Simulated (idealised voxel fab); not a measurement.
process module | voxel wiring stack
cross-section cut | 295 nm wide | cells 5 nm
A cross-section is a grid of square cells, given in bands from the top down. A band is one or more rows of cells.
Each band's line starts with the height of the band's top and of its bottom, in nm. Then come its materials from left to right, each with its width in nm. One material with "throughout" fills the band from edge to edge. "air" is empty space.
Height 0 is the level under which the wafer as received is all one material. The lowest band goes on downwards, as in "0 down".
A width such as "30 to 40" changes by the same amount from each row of cells to the next, from the band's top row to its bottom row.
"no change" after a step means that no cell of the cross-section changed.
closed voids: empty space of 8 cells or more with no open way to the top, each as width x height at its distance from the left edge, in nm
after a step's settings: what the simulator itself notes on the step
overlay nm, on a step with a mask: how far to the right of its planned place the mask lay; to the left if negative
plan
1 op RECEIVE | material Si
2 op CONFORMAL_DEP | material SiO2 | thk nm 10
3 op CONFORMAL_DEP | material SiCN | thk nm 5
4 op DIRECTIONAL_DEP | material lowk | thk nm 25
5 op PATTERN | tone open | mask id METAL_1 | material resist | width nm 25 | pitch nm 45 | thk nm 15 | overlay nm 0
6 op DIRECTIONAL_ETCH | etch materials lowk | depth nm 25
7 op DIRECTIONAL_ETCH | etch materials SiCN | depth nm 5
8 op STRIP | etch materials resist
9 op CONFORMAL_DEP | material TiN | thk nm 5
10 op FILL_DEP | material Cu | thk nm 5
11 op CMP | height nm 40
12 op CONFORMAL_DEP | material SiCN | thk nm 5
13 op DIRECTIONAL_DEP | material lowk | thk nm 15
14 op DIRECTIONAL_DEP | material aC | thk nm 15
15 op PATTERN | tone open | mask id PLUG_1 | material resist | width nm 15 | thk nm 35 | overlay nm 0
16 op DIRECTIONAL_ETCH | etch materials aC | depth nm 15
17 op STRIP | etch materials resist
18 op DIRECTIONAL_ETCH | etch materials lowk | depth nm 15
19 op DIRECTIONAL_ETCH | etch materials SiCN | depth nm 5
20 op STRIP | etch materials aC
21 op EPI | material Ru | thk nm 10
22 op EPI | material Ru | thk nm 10
23 op CONFORMAL_DEP | material SiCN | thk nm 5
24 op DIRECTIONAL_DEP | material lowk | thk nm 15
25 op PATTERN | tone open | mask id METAL_2 | material resist | width nm 25 | pitch nm 45 | thk nm 20 | overlay nm 0
26 op DIRECTIONAL_ETCH | etch materials lowk | depth nm 15
27 op DIRECTIONAL_ETCH | etch materials SiCN | depth nm 5
28 op STRIP | etch materials resist
29 op CONFORMAL_DEP | material TiN | thk nm 5
30 op FILL_DEP | material Ru | thk nm 5
31 op CMP | height nm 80
32 op CONFORMAL_DEP | material SiCN | thk nm 5
33 op DIRECTIONAL_DEP | material SiO2 | thk nm 20
34 op PATTERN | tone open | mask id PLUG_2 | material resist | width nm 15 | thk nm 20 | overlay nm 0
35 op DIRECTIONAL_ETCH | etch materials SiO2 | depth nm 20
36 op DIRECTIONAL_ETCH | etch materials SiCN | depth nm 5
37 op STRIP | etch materials resist
38 op CONFORMAL_DEP | material TiN | thk nm 5
39 op FILL_DEP | material Cu | thk nm 5
40 op CMP | height nm 105
41 op DIRECTIONAL_DEP | material TiN | thk nm 5
42 op DIRECTIONAL_DEP | material Ru | thk nm 15
43 op DIRECTIONAL_DEP | material aC | thk nm 10
44 op PATTERN | tone cover | mask id METAL_3 | material resist | width nm 25 | pitch nm 45 | thk nm 25 | overlay nm 0
45 op DIRECTIONAL_ETCH | etch materials aC | depth nm 10
46 op STRIP | etch materials resist
47 op DIRECTIONAL_ETCH | etch materials Ru | depth nm 25
48 op DIRECTIONAL_ETCH | etch materials TiN | depth nm 5
49 op STRIP | etch materials aC
50 op CONFORMAL_DEP | material SiN | thk nm 5
51 op FILL_DEP | material SiO2 | thk nm 5
52 op CMP | height nm 135
53 op CONFORMAL_DEP | material SiN | thk nm 5
varied across the wafers: thk nm of step 42. The plan shows the first wafer's value. All wafers start alike
first wafer as received, after step 1
  0 down: Si throughout
  closed voids: none
first wafer at the end, after step 53
  140 to 135: SiN throughout
  135 to 130: SiO2 throughout
  130 to 125: SiO2 105 | SiN 35 | SiO2 10 | SiN 35 | SiO2 110
  125 to 110: SiO2 105 | SiN 5 | Ru 25 | SiN 5 | SiO2 10 | SiN 5 | Ru 25 | SiN 5 | SiO2 110
  110 to 105: SiN 110 | TiN 25 | SiN 20 | TiN 25 | SiN 115
  105 to 85: SiO2 110 | TiN 5 | Cu 5 | TiN 5 | SiO2 170
  85 to 80: SiCN 110 | TiN 15 | SiCN 170
  80 to 65: lowk 110 | TiN 5 | Ru 15 | TiN 5 | lowk 20 | TiN 5 | Ru 15 | TiN 5 | lowk 115
  65 to 60: SiCN 110 | TiN 25 | SiCN 20 | TiN 25 | SiCN 115
  60 to 45: lowk 110 | Ru 15 | lowk 170
  45 to 40: SiCN 110 | Ru 15 | SiCN 170
  40 to 15: lowk 110 | TiN 5 | Cu 15 | TiN 5 | lowk 20 | TiN 5 | Cu 15 | TiN 5 | lowk 115
  15 to 10: SiCN 110 | TiN 25 | SiCN 20 | TiN 25 | SiCN 115
  10 to 0: SiO2 throughout
  0 down: Si throughout
  closed voids: none
last wafer at the end
  140 to 135: SiN throughout
  135 to 130: SiO2 105 | SiN 5 | Ru 25 | SiN 5 | SiO2 10 | SiN 5 | Ru 25 | SiN 5 | SiO2 110
  130 to 125: SiN 110 | Ru 25 | SiN 20 | Ru 25 | SiN 115
  125 to 110: Ru throughout
  110 to 105: TiN throughout
  105 to 85: SiO2 110 | TiN 5 | Cu 5 | TiN 5 | SiO2 170
  85 to 80: SiCN 110 | TiN 15 | SiCN 170
  80 to 65: lowk 110 | TiN 5 | Ru 15 | TiN 5 | lowk 20 | TiN 5 | Ru 15 | TiN 5 | lowk 115
  65 to 60: SiCN 110 | TiN 25 | SiCN 20 | TiN 25 | SiCN 115
  60 to 45: lowk 110 | Ru 15 | lowk 170
  45 to 40: SiCN 110 | Ru 15 | SiCN 170
  40 to 15: lowk 110 | TiN 5 | Cu 15 | TiN 5 | lowk 20 | TiN 5 | Cu 15 | TiN 5 | lowk 115
  15 to 10: SiCN 110 | TiN 25 | SiCN 20 | TiN 25 | SiCN 115
  10 to 0: SiO2 throughout
  0 down: Si throughout
  closed voids: none
each wafer at the end: cells of each material gained (+) or lost (-) since it was received, then its closed voids
thk nm 15 | +34 Cu | +60 Ru | +210 SiCN | +134 SiN | +581 SiO2 | +73 TiN | +560 lowk | closed voids: none
thk nm 20 | +34 Cu | +70 Ru | +210 SiCN | +138 SiN | +567 SiO2 | +73 TiN | +560 lowk | closed voids: none
thk nm 25 | +34 Cu | +80 Ru | +210 SiCN | +128 SiN | +567 SiO2 | +73 TiN | +560 lowk | closed voids: none
thk nm 30 | +34 Cu | +129 Ru | +210 SiCN | +120 SiN | +477 SiO2 | +122 TiN | +560 lowk | closed voids: none
thk nm 35 | +34 Cu | +178 Ru | +210 SiCN | +116 SiN | +432 SiO2 | +122 TiN | +560 lowk | closed voids: none
thk nm 40 | +34 Cu | +227 Ru | +210 SiCN | +112 SiN | +387 SiO2 | +122 TiN | +560 lowk | closed voids: none
